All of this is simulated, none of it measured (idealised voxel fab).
process module | voxel wiring stack
cross-section cut | 235 nm wide | cells 5 nm
A cross-section is a grid of square cells, given in bands from the top down. A band is one or more rows of cells.
Each band's line starts with the height of the band's top and of its bottom, in nm. Then come its materials from left to right, each with its width in nm. One material with "throughout" fills the band from edge to edge. "air" is empty space.
Height 0 is the level under which the wafer as received is all one material. The lowest band goes on downwards, as in "0 down".
A width such as "30 to 40" changes by the same amount from each row of cells to the next, from the band's top row to its bottom row.
"no change" after a step means that no cell of the cross-section changed.
closed voids: empty space of 8 cells or more with no open way to the top, each as width x height at its distance from the left edge, in nm
after a step's settings: what the simulator itself notes on the step
overlay nm, on a step with a mask: how far to the right of its planned place the mask lay; to the left if negative
plan
1 op RECEIVE | material Si
2 op CONFORMAL_DEP | material SiO2 | thk nm 10
3 op DIRECTIONAL_DEP | material TiN | thk nm 5
4 op DIRECTIONAL_DEP | material W | thk nm 20
5 op PATTERN | tone cover | mask id METAL_1 | material resist | width nm 30 | pitch nm 45 | thk nm 20 | overlay nm 0
6 op DIRECTIONAL_ETCH | etch materials W | depth nm 20
7 op DIRECTIONAL_ETCH | etch materials TiN | depth nm 5
8 op STRIP | etch materials resist
9 op FILL_DEP | material lowk | thk nm 5
10 op CMP | height nm 35
11 op CONFORMAL_DEP | material SiCN | thk nm 5
12 op DIRECTIONAL_DEP | material SiO2 | thk nm 20
13 op DIRECTIONAL_DEP | material aC | thk nm 15
14 op PATTERN | tone open | mask id PLUG_1 | material resist | width nm 15 | pitch nm 45 | thk nm 35 | overlay nm 0
15 op DIRECTIONAL_ETCH | etch materials aC | depth nm 15
16 op STRIP | etch materials resist
17 op DIRECTIONAL_ETCH | etch materials SiO2 | depth nm 20
18 op DIRECTIONAL_ETCH | etch materials SiCN | depth nm 5
19 op STRIP | etch materials aC
20 op CONFORMAL_DEP | material TiN | thk nm 5
21 op FILL_DEP | material W | thk nm 10
22 op CMP | height nm 60
23 op CONFORMAL_DEP | material SiCN | thk nm 5
24 op DIRECTIONAL_DEP | material lowk | thk nm 20
25 op PATTERN | tone open | mask id METAL_2 | material resist | width nm 30 | pitch nm 45 | thk nm 15 | overlay nm 0
26 op DIRECTIONAL_ETCH | etch materials lowk | depth nm 20
27 op DIRECTIONAL_ETCH | etch materials SiCN | depth nm 5
28 op STRIP | etch materials resist
29 op CONFORMAL_DEP | material TiN | thk nm 5
30 op FILL_DEP | material Cu | thk nm 5
31 op CMP | height nm 85
32 op CONFORMAL_DEP | material SiCN | thk nm 5
33 op DIRECTIONAL_DEP | material SiO2 | thk nm 30
34 op PATTERN | tone open | mask id METAL_3 | material resist | width nm 30 | pitch nm 45 | thk nm 15 | overlay nm 0
35 op DIRECTIONAL_ETCH | etch materials SiO2 | depth nm 20
36 op STRIP | etch materials resist
37 op PATTERN | tone open | mask id METAL_3_HOLES | material resist | width nm 15 | pitch nm 90 | thk nm 20 | overlay nm 0
38 op DIRECTIONAL_ETCH | etch materials SiO2 | depth nm 10
39 op DIRECTIONAL_ETCH | etch materials SiCN | depth nm 5
40 op STRIP | etch materials resist
41 op CONFORMAL_DEP | material TiN | thk nm 5
42 op FILL_DEP | material Cu | thk nm 5
43 op CMP | height nm 120
44 op CONFORMAL_DEP | material SiCN | thk nm 5
45 op DIRECTIONAL_DEP | material lowk | thk nm 30
46 op PATTERN | tone open | mask id METAL_4 | material resist | width nm 30 | pitch nm 45 | thk nm 20 | overlay nm 0
47 op DIRECTIONAL_ETCH | etch materials lowk | depth nm 15
48 op STRIP | etch materials resist
49 op MASKED_ETCH | tone open | mask id METAL_4_HOLES | width nm 15 | pitch nm 45 | etch materials lowk | depth nm 15 | overlay nm 0
50 op MASKED_ETCH | tone open | mask id METAL_4_HOLES | width nm 15 | pitch nm 45 | etch materials SiCN | depth nm 5 | overlay nm 0
51 op CONFORMAL_DEP | material TiN | thk nm 5
52 op FILL_DEP | material Cu | thk nm 10
53 op CMP | height nm 155
54 op CONFORMAL_DEP | material SiN | thk nm 5
first wafer, as planned
as received, after step 1
  0 down: Si throughout
  closed voids: none
after step 2
  10 to 0: SiO2 throughout
  below 0: unchanged
after step 3
  15 to 10: TiN throughout
  below 10: unchanged
after step 4
  35 to 15: W throughout
  below 15: unchanged
after step 5
  55 to 35: air 55 | resist 30 | air 15 | resist 30 | air 15 | resist 30 | air 60
  below 35: unchanged
after step 6
  55 to 35: air 55 | resist 30 | air 15 | resist 30 | air 15 | resist 30 | air 60
  35 to 15: air 55 | W 30 | air 15 | W 30 | air 15 | W 30 | air 60
  below 15: unchanged
after step 7
  55 to 35: air 55 | resist 30 | air 15 | resist 30 | air 15 | resist 30 | air 60
  35 to 15: air 55 | W 30 | air 15 | W 30 | air 15 | W 30 | air 60
  15 to 10: air 55 | TiN 30 | air 15 | TiN 30 | air 15 | TiN 30 | air 60
  below 10: unchanged
after step 8
  35 to 15: air 55 | W 30 | air 15 | W 30 | air 15 | W 30 | air 60
  below 15: unchanged
after step 9
  40 to 35: lowk throughout
  35 to 15: lowk 55 | W 30 | lowk 15 | W 30 | lowk 15 | W 30 | lowk 60
  15 to 10: lowk 55 | TiN 30 | lowk 15 | TiN 30 | lowk 15 | TiN 30 | lowk 60
  below 10: unchanged
after step 10
  35 to 15: lowk 55 | W 30 | lowk 15 | W 30 | lowk 15 | W 30 | lowk 60
  below 15: unchanged
after step 11
  40 to 35: SiCN throughout
  below 35: unchanged
after step 12
  60 to 40: SiO2 throughout
  below 40: unchanged
after step 13
  75 to 60: aC throughout
  below 60: unchanged
after step 14
  110 to 75: resist 55 | air 15 | resist 30 | air 15 | resist 30 | air 15 | resist 75
  below 75: unchanged
after step 15
  95 to 75: resist 55 | air 15 | resist 30 | air 15 | resist 30 | air 15 | resist 75
  75 to 60: aC 55 | air 15 | aC 30 | air 15 | aC 30 | air 15 | aC 75
  below 60: unchanged
after step 16
  75 to 60: aC 55 | air 15 | aC 30 | air 15 | aC 30 | air 15 | aC 75
  below 60: unchanged
after step 17
  75 to 60: aC 55 | air 15 | aC 30 | air 15 | aC 30 | air 15 | aC 75
  60 to 40: SiO2 55 | air 15 | SiO2 30 | air 15 | SiO2 30 | air 15 | SiO2 75
  below 40: unchanged
after step 18
  75 to 60: aC 55 | air 15 | aC 30 | air 15 | aC 30 | air 15 | aC 75
  60 to 40: SiO2 55 | air 15 | SiO2 30 | air 15 | SiO2 30 | air 15 | SiO2 75
  40 to 35: SiCN 55 | air 15 | SiCN 30 | air 15 | SiCN 30 | air 15 | SiCN 75
  below 35: unchanged
after step 19
  60 to 40: SiO2 55 | air 15 | SiO2 30 | air 15 | SiO2 30 | air 15 | SiO2 75
  below 40: unchanged
after step 20
  65 to 60: TiN 60 | air 5 | TiN 40 | air 5 | TiN 40 | air 5 | TiN 80
  60 to 40: SiO2 55 | TiN 5 | air 5 | TiN 5 | SiO2 30 | TiN 5 | air 5 | TiN 5 | SiO2 30 | TiN 5 | air 5 | TiN 5 | SiO2 75
  40 to 35: SiCN 55 | TiN 15 | SiCN 30 | TiN 15 | SiCN 30 | TiN 15 | SiCN 75
  below 35: unchanged
after step 21
  75 to 65: W throughout
  65 to 60: TiN 60 | W 5 | TiN 40 | W 5 | TiN 40 | W 5 | TiN 80
  60 to 40: SiO2 55 | TiN 5 | W 5 | TiN 5 | SiO2 30 | TiN 5 | W 5 | TiN 5 | SiO2 30 | TiN 5 | W 5 | TiN 5 | SiO2 75
  below 40: unchanged
after step 22
  60 to 40: SiO2 55 | TiN 5 | W 5 | TiN 5 | SiO2 30 | TiN 5 | W 5 | TiN 5 | SiO2 30 | TiN 5 | W 5 | TiN 5 | SiO2 75
  below 40: unchanged
after step 23
  65 to 60: SiCN throughout
  below 60: unchanged
after step 24
  85 to 65: lowk throughout
  below 65: unchanged
after step 25
  100 to 85: resist 55 | air 30 | resist 15 | air 30 | resist 15 | air 30 | resist 60
  below 85: unchanged
after step 26
  100 to 85: resist 55 | air 30 | resist 15 | air 30 | resist 15 | air 30 | resist 60
  85 to 65: lowk 55 | air 30 | lowk 15 | air 30 | lowk 15 | air 30 | lowk 60
  below 65: unchanged
after step 27
  100 to 85: resist 55 | air 30 | resist 15 | air 30 | resist 15 | air 30 | resist 60
  85 to 65: lowk 55 | air 30 | lowk 15 | air 30 | lowk 15 | air 30 | lowk 60
  65 to 60: SiCN 55 | air 30 | SiCN 15 | air 30 | SiCN 15 | air 30 | SiCN 60
  below 60: unchanged
after step 28
  85 to 65: lowk 55 | air 30 | lowk 15 | air 30 | lowk 15 | air 30 | lowk 60
  below 65: unchanged
after step 29
  90 to 85: TiN 60 | air 20 | TiN 25 | air 20 | TiN 25 | air 20 | TiN 65
  85 to 65: lowk 55 | TiN 5 | air 20 | TiN 5 | lowk 15 | TiN 5 | air 20 | TiN 5 | lowk 15 | TiN 5 | air 20 | TiN 5 | lowk 60
  65 to 60: SiCN 55 | TiN 30 | SiCN 15 | TiN 30 | SiCN 15 | TiN 30 | SiCN 60
  below 60: unchanged
after step 30
  95 to 90: Cu throughout
  90 to 85: TiN 60 | Cu 20 | TiN 25 | Cu 20 | TiN 25 | Cu 20 | TiN 65
  85 to 65: lowk 55 | TiN 5 | Cu 20 | TiN 5 | lowk 15 | TiN 5 | Cu 20 | TiN 5 | lowk 15 | TiN 5 | Cu 20 | TiN 5 | lowk 60
  below 65: unchanged
after step 31
  85 to 65: lowk 55 | TiN 5 | Cu 20 | TiN 5 | lowk 15 | TiN 5 | Cu 20 | TiN 5 | lowk 15 | TiN 5 | Cu 20 | TiN 5 | lowk 60
  below 65: unchanged
after step 32
  90 to 85: SiCN throughout
  below 85: unchanged
after step 33
  120 to 90: SiO2 throughout
  below 90: unchanged
after step 34
  135 to 120: resist 55 | air 30 | resist 15 | air 30 | resist 15 | air 30 | resist 60
  below 120: unchanged
after step 35
  135 to 120: resist 55 | air 30 | resist 15 | air 30 | resist 15 | air 30 | resist 60
  120 to 100: SiO2 55 | air 30 | SiO2 15 | air 30 | SiO2 15 | air 30 | SiO2 60
  below 100: unchanged
after step 36
  120 to 100: SiO2 55 | air 30 | SiO2 15 | air 30 | SiO2 15 | air 30 | SiO2 60
  below 100: unchanged
after step 37
  140 to 120: resist 55 | air 15 | resist 75 | air 15 | resist 75
  120 to 100: SiO2 55 | air 15 | resist 15 | SiO2 15 | resist 30 | SiO2 15 | air 15 | resist 15 | SiO2 60
  below 100: unchanged
after step 38
  140 to 120: resist 55 | air 15 | resist 75 | air 15 | resist 75
  120 to 100: SiO2 55 | air 15 | resist 15 | SiO2 15 | resist 30 | SiO2 15 | air 15 | resist 15 | SiO2 60
  100 to 90: SiO2 55 | air 15 | SiO2 75 | air 15 | SiO2 75
  below 90: unchanged
after step 39
  140 to 120: resist 55 | air 15 | resist 75 | air 15 | resist 75
  120 to 100: SiO2 55 | air 15 | resist 15 | SiO2 15 | resist 30 | SiO2 15 | air 15 | resist 15 | SiO2 60
  100 to 90: SiO2 55 | air 15 | SiO2 75 | air 15 | SiO2 75
  90 to 85: SiCN 55 | air 15 | SiCN 75 | air 15 | SiCN 75
  below 85: unchanged
after step 40
  120 to 100: SiO2 55 | air 30 | SiO2 15 | air 30 | SiO2 15 | air 30 | SiO2 60
  below 100: unchanged
after step 41
  125 to 120: TiN 60 | air 20 | TiN 25 | air 20 | TiN 25 | air 20 | TiN 65
  120 to 105: SiO2 55 | TiN 5 | air 20 | TiN 5 | SiO2 15 | TiN 5 | air 20 | TiN 5 | SiO2 15 | TiN 5 | air 20 | TiN 5 | SiO2 60
  105 to 100: SiO2 55 | TiN 5 | air 5 | TiN 20 | SiO2 15 | TiN 30 | SiO2 15 | TiN 5 | air 5 | TiN 20 | SiO2 60
  100 to 90: SiO2 55 | TiN 5 | air 5 | TiN 5 | SiO2 75 | TiN 5 | air 5 | TiN 5 | SiO2 75
  90 to 85: SiCN 55 | TiN 15 | SiCN 75 | TiN 15 | SiCN 75
  below 85: unchanged
after step 42
  130 to 125: Cu throughout
  125 to 120: TiN 60 | Cu 20 | TiN 25 | Cu 20 | TiN 25 | Cu 20 | TiN 65
  120 to 105: SiO2 55 | TiN 5 | Cu 20 | TiN 5 | SiO2 15 | TiN 5 | Cu 20 | TiN 5 | SiO2 15 | TiN 5 | Cu 20 | TiN 5 | SiO2 60
  105 to 100: SiO2 55 | TiN 5 | Cu 5 | TiN 20 | SiO2 15 | TiN 30 | SiO2 15 | TiN 5 | Cu 5 | TiN 20 | SiO2 60
  100 to 90: SiO2 55 | TiN 5 | Cu 5 | TiN 5 | SiO2 75 | TiN 5 | Cu 5 | TiN 5 | SiO2 75
  below 90: unchanged
after step 43
  120 to 105: SiO2 55 | TiN 5 | Cu 20 | TiN 5 | SiO2 15 | TiN 5 | Cu 20 | TiN 5 | SiO2 15 | TiN 5 | Cu 20 | TiN 5 | SiO2 60
  below 105: unchanged
after step 44
  125 to 120: SiCN throughout
  below 120: unchanged
after step 45
  155 to 125: lowk throughout
  below 125: unchanged
after step 46
  175 to 155: resist 55 | air 30 | resist 15 | air 30 | resist 15 | air 30 | resist 60
  below 155: unchanged
after step 47
  175 to 155: resist 55 | air 30 | resist 15 | air 30 | resist 15 | air 30 | resist 60
  155 to 140: lowk 55 | air 30 | lowk 15 | air 30 | lowk 15 | air 30 | lowk 60
  below 140: unchanged
after step 48
  155 to 140: lowk 55 | air 30 | lowk 15 | air 30 | lowk 15 | air 30 | lowk 60
  below 140: unchanged
after step 49
  155 to 140: lowk 55 | air 30 | lowk 15 | air 30 | lowk 15 | air 30 | lowk 60
  140 to 125: lowk 55 | air 15 | lowk 30 | air 15 | lowk 30 | air 15 | lowk 75
  below 125: unchanged
after step 50
  155 to 140: lowk 55 | air 30 | lowk 15 | air 30 | lowk 15 | air 30 | lowk 60
  140 to 125: lowk 55 | air 15 | lowk 30 | air 15 | lowk 30 | air 15 | lowk 75
  125 to 120: SiCN 55 | air 15 | SiCN 30 | air 15 | SiCN 30 | air 15 | SiCN 75
  below 120: unchanged
after step 51
  160 to 155: TiN 60 | air 20 | TiN 25 | air 20 | TiN 25 | air 20 | TiN 65
  155 to 145: lowk 55 | TiN 5 | air 20 | TiN 5 | lowk 15 | TiN 5 | air 20 | TiN 5 | lowk 15 | TiN 5 | air 20 | TiN 5 | lowk 60
  145 to 140: lowk 55 | TiN 5 | air 5 | TiN 20 | lowk 15 | TiN 5 | air 5 | TiN 20 | lowk 15 | TiN 5 | air 5 | TiN 20 | lowk 60
  140 to 125: lowk 55 | TiN 5 | air 5 | TiN 5 | lowk 30 | TiN 5 | air 5 | TiN 5 | lowk 30 | TiN 5 | air 5 | TiN 5 | lowk 75
  125 to 120: SiCN 55 | TiN 15 | SiCN 30 | TiN 15 | SiCN 30 | TiN 15 | SiCN 75
  below 120: unchanged
after step 52
  170 to 160: Cu throughout
  160 to 155: TiN 60 | Cu 20 | TiN 25 | Cu 20 | TiN 25 | Cu 20 | TiN 65
  155 to 145: lowk 55 | TiN 5 | Cu 20 | TiN 5 | lowk 15 | TiN 5 | Cu 20 | TiN 5 | lowk 15 | TiN 5 | Cu 20 | TiN 5 | lowk 60
  145 to 140: lowk 55 | TiN 5 | Cu 5 | TiN 20 | lowk 15 | TiN 5 | Cu 5 | TiN 20 | lowk 15 | TiN 5 | Cu 5 | TiN 20 | lowk 60
  140 to 125: lowk 55 | TiN 5 | Cu 5 | TiN 5 | lowk 30 | TiN 5 | Cu 5 | TiN 5 | lowk 30 | TiN 5 | Cu 5 | TiN 5 | lowk 75
  below 125: unchanged
after step 53
  155 to 145: lowk 55 | TiN 5 | Cu 20 | TiN 5 | lowk 15 | TiN 5 | Cu 20 | TiN 5 | lowk 15 | TiN 5 | Cu 20 | TiN 5 | lowk 60
  below 145: unchanged
after step 54
  160 to 155: SiN throughout
  below 155: unchanged
second wafer: like start, like plan, one mistake. Through step 21 it matches the first wafer
when step 22 should have ended
  50 to 40: SiO2 55 | TiN 5 | W 5 | TiN 5 | SiO2 30 | TiN 5 | W 5 | TiN 5 | SiO2 30 | TiN 5 | W 5 | TiN 5 | SiO2 75
  below 40: unchanged
when step 23 should have ended
  55 to 50: SiCN throughout
  below 50: unchanged
when step 24 should have ended
  75 to 55: lowk throughout
  below 55: unchanged
when step 25 should have ended
  90 to 75: resist 55 | air 30 | resist 15 | air 30 | resist 15 | air 30 | resist 60
  below 75: unchanged
when step 26 should have ended
  90 to 75: resist 55 | air 30 | resist 15 | air 30 | resist 15 | air 30 | resist 60
  75 to 55: lowk 55 | air 30 | lowk 15 | air 30 | lowk 15 | air 30 | lowk 60
  below 55: unchanged
when step 27 should have ended
  90 to 75: resist 55 | air 30 | resist 15 | air 30 | resist 15 | air 30 | resist 60
  75 to 55: lowk 55 | air 30 | lowk 15 | air 30 | lowk 15 | air 30 | lowk 60
  55 to 50: SiCN 55 | air 30 | SiCN 15 | air 30 | SiCN 15 | air 30 | SiCN 60
  below 50: unchanged
when step 28 should have ended
  75 to 55: lowk 55 | air 30 | lowk 15 | air 30 | lowk 15 | air 30 | lowk 60
  below 55: unchanged
when step 29 should have ended
  80 to 75: TiN 60 | air 20 | TiN 25 | air 20 | TiN 25 | air 20 | TiN 65
  75 to 55: lowk 55 | TiN 5 | air 20 | TiN 5 | lowk 15 | TiN 5 | air 20 | TiN 5 | lowk 15 | TiN 5 | air 20 | TiN 5 | lowk 60
  55 to 50: SiCN 55 | TiN 30 | SiCN 15 | TiN 30 | SiCN 15 | TiN 30 | SiCN 60
  below 50: unchanged
when step 30 should have ended
  85 to 80: Cu throughout
  80 to 75: TiN 60 | Cu 20 | TiN 25 | Cu 20 | TiN 25 | Cu 20 | TiN 65
  75 to 55: lowk 55 | TiN 5 | Cu 20 | TiN 5 | lowk 15 | TiN 5 | Cu 20 | TiN 5 | lowk 15 | TiN 5 | Cu 20 | TiN 5 | lowk 60
  below 55: unchanged
when step 31 should have ended: no change
when step 32 should have ended
  90 to 85: SiCN throughout
  below 85: unchanged
when step 33 should have ended
  120 to 90: SiO2 throughout
  below 90: unchanged
when step 34 should have ended
  135 to 120: resist 55 | air 30 | resist 15 | air 30 | resist 15 | air 30 | resist 60
  below 120: unchanged
when step 35 should have ended
  135 to 120: resist 55 | air 30 | resist 15 | air 30 | resist 15 | air 30 | resist 60
  120 to 100: SiO2 55 | air 30 | SiO2 15 | air 30 | SiO2 15 | air 30 | SiO2 60
  below 100: unchanged
when step 36 should have ended
  120 to 100: SiO2 55 | air 30 | SiO2 15 | air 30 | SiO2 15 | air 30 | SiO2 60
  below 100: unchanged
when step 37 should have ended
  140 to 120: resist 55 | air 15 | resist 75 | air 15 | resist 75
  120 to 100: SiO2 55 | air 15 | resist 15 | SiO2 15 | resist 30 | SiO2 15 | air 15 | resist 15 | SiO2 60
  below 100: unchanged
when step 38 should have ended
  140 to 120: resist 55 | air 15 | resist 75 | air 15 | resist 75
  120 to 100: SiO2 55 | air 15 | resist 15 | SiO2 15 | resist 30 | SiO2 15 | air 15 | resist 15 | SiO2 60
  100 to 90: SiO2 55 | air 15 | SiO2 75 | air 15 | SiO2 75
  below 90: unchanged
when step 39 should have ended
  140 to 120: resist 55 | air 15 | resist 75 | air 15 | resist 75
  120 to 100: SiO2 55 | air 15 | resist 15 | SiO2 15 | resist 30 | SiO2 15 | air 15 | resist 15 | SiO2 60
  100 to 90: SiO2 55 | air 15 | SiO2 75 | air 15 | SiO2 75
  90 to 85: SiCN 55 | air 15 | SiCN 75 | air 15 | SiCN 75
  below 85: unchanged
when step 40 should have ended
  120 to 100: SiO2 55 | air 30 | SiO2 15 | air 30 | SiO2 15 | air 30 | SiO2 60
  below 100: unchanged
when step 41 should have ended
  125 to 120: TiN 60 | air 20 | TiN 25 | air 20 | TiN 25 | air 20 | TiN 65
  120 to 105: SiO2 55 | TiN 5 | air 20 | TiN 5 | SiO2 15 | TiN 5 | air 20 | TiN 5 | SiO2 15 | TiN 5 | air 20 | TiN 5 | SiO2 60
  105 to 100: SiO2 55 | TiN 5 | air 5 | TiN 20 | SiO2 15 | TiN 30 | SiO2 15 | TiN 5 | air 5 | TiN 20 | SiO2 60
  100 to 90: SiO2 55 | TiN 5 | air 5 | TiN 5 | SiO2 75 | TiN 5 | air 5 | TiN 5 | SiO2 75
  90 to 85: SiCN 55 | TiN 15 | SiCN 75 | TiN 15 | SiCN 75
  below 85: unchanged
when step 42 should have ended
  130 to 125: Cu throughout
  125 to 120: TiN 60 | Cu 20 | TiN 25 | Cu 20 | TiN 25 | Cu 20 | TiN 65
  120 to 105: SiO2 55 | TiN 5 | Cu 20 | TiN 5 | SiO2 15 | TiN 5 | Cu 20 | TiN 5 | SiO2 15 | TiN 5 | Cu 20 | TiN 5 | SiO2 60
  105 to 100: SiO2 55 | TiN 5 | Cu 5 | TiN 20 | SiO2 15 | TiN 30 | SiO2 15 | TiN 5 | Cu 5 | TiN 20 | SiO2 60
  100 to 90: SiO2 55 | TiN 5 | Cu 5 | TiN 5 | SiO2 75 | TiN 5 | Cu 5 | TiN 5 | SiO2 75
  below 90: unchanged
when step 43 should have ended
  120 to 105: SiO2 55 | TiN 5 | Cu 20 | TiN 5 | SiO2 15 | TiN 5 | Cu 20 | TiN 5 | SiO2 15 | TiN 5 | Cu 20 | TiN 5 | SiO2 60
  below 105: unchanged
when step 44 should have ended
  125 to 120: SiCN throughout
  below 120: unchanged
when step 45 should have ended
  155 to 125: lowk throughout
  below 125: unchanged
when step 46 should have ended
  175 to 155: resist 55 | air 30 | resist 15 | air 30 | resist 15 | air 30 | resist 60
  below 155: unchanged
when step 47 should have ended
  175 to 155: resist 55 | air 30 | resist 15 | air 30 | resist 15 | air 30 | resist 60
  155 to 140: lowk 55 | air 30 | lowk 15 | air 30 | lowk 15 | air 30 | lowk 60
  below 140: unchanged
when step 48 should have ended
  155 to 140: lowk 55 | air 30 | lowk 15 | air 30 | lowk 15 | air 30 | lowk 60
  below 140: unchanged
when step 49 should have ended
  155 to 140: lowk 55 | air 30 | lowk 15 | air 30 | lowk 15 | air 30 | lowk 60
  140 to 125: lowk 55 | air 15 | lowk 30 | air 15 | lowk 30 | air 15 | lowk 75
  below 125: unchanged
when step 50 should have ended
  155 to 140: lowk 55 | air 30 | lowk 15 | air 30 | lowk 15 | air 30 | lowk 60
  140 to 125: lowk 55 | air 15 | lowk 30 | air 15 | lowk 30 | air 15 | lowk 75
  125 to 120: SiCN 55 | air 15 | SiCN 30 | air 15 | SiCN 30 | air 15 | SiCN 75
  below 120: unchanged
when step 51 should have ended
  160 to 155: TiN 60 | air 20 | TiN 25 | air 20 | TiN 25 | air 20 | TiN 65
  155 to 145: lowk 55 | TiN 5 | air 20 | TiN 5 | lowk 15 | TiN 5 | air 20 | TiN 5 | lowk 15 | TiN 5 | air 20 | TiN 5 | lowk 60
  145 to 140: lowk 55 | TiN 5 | air 5 | TiN 20 | lowk 15 | TiN 5 | air 5 | TiN 20 | lowk 15 | TiN 5 | air 5 | TiN 20 | lowk 60
  140 to 125: lowk 55 | TiN 5 | air 5 | TiN 5 | lowk 30 | TiN 5 | air 5 | TiN 5 | lowk 30 | TiN 5 | air 5 | TiN 5 | lowk 75
  125 to 120: SiCN 55 | TiN 15 | SiCN 30 | TiN 15 | SiCN 30 | TiN 15 | SiCN 75
  below 120: unchanged
when step 52 should have ended
  170 to 160: Cu throughout
  160 to 155: TiN 60 | Cu 20 | TiN 25 | Cu 20 | TiN 25 | Cu 20 | TiN 65
  155 to 145: lowk 55 | TiN 5 | Cu 20 | TiN 5 | lowk 15 | TiN 5 | Cu 20 | TiN 5 | lowk 15 | TiN 5 | Cu 20 | TiN 5 | lowk 60
  145 to 140: lowk 55 | TiN 5 | Cu 5 | TiN 20 | lowk 15 | TiN 5 | Cu 5 | TiN 20 | lowk 15 | TiN 5 | Cu 5 | TiN 20 | lowk 60
  140 to 125: lowk 55 | TiN 5 | Cu 5 | TiN 5 | lowk 30 | TiN 5 | Cu 5 | TiN 5 | lowk 30 | TiN 5 | Cu 5 | TiN 5 | lowk 75
  below 125: unchanged
when step 53 should have ended
  155 to 145: lowk 55 | TiN 5 | Cu 20 | TiN 5 | lowk 15 | TiN 5 | Cu 20 | TiN 5 | lowk 15 | TiN 5 | Cu 20 | TiN 5 | lowk 60
  below 145: unchanged
when step 54 should have ended
  160 to 155: SiN throughout
  below 155: unchanged
what went wrong: step 22 ran as: op CMP | height nm 50
at the end the second wafer has, in cells: 59 more of Cu | 76 fewer of SiO2 | 23 more of TiN | 6 fewer of W
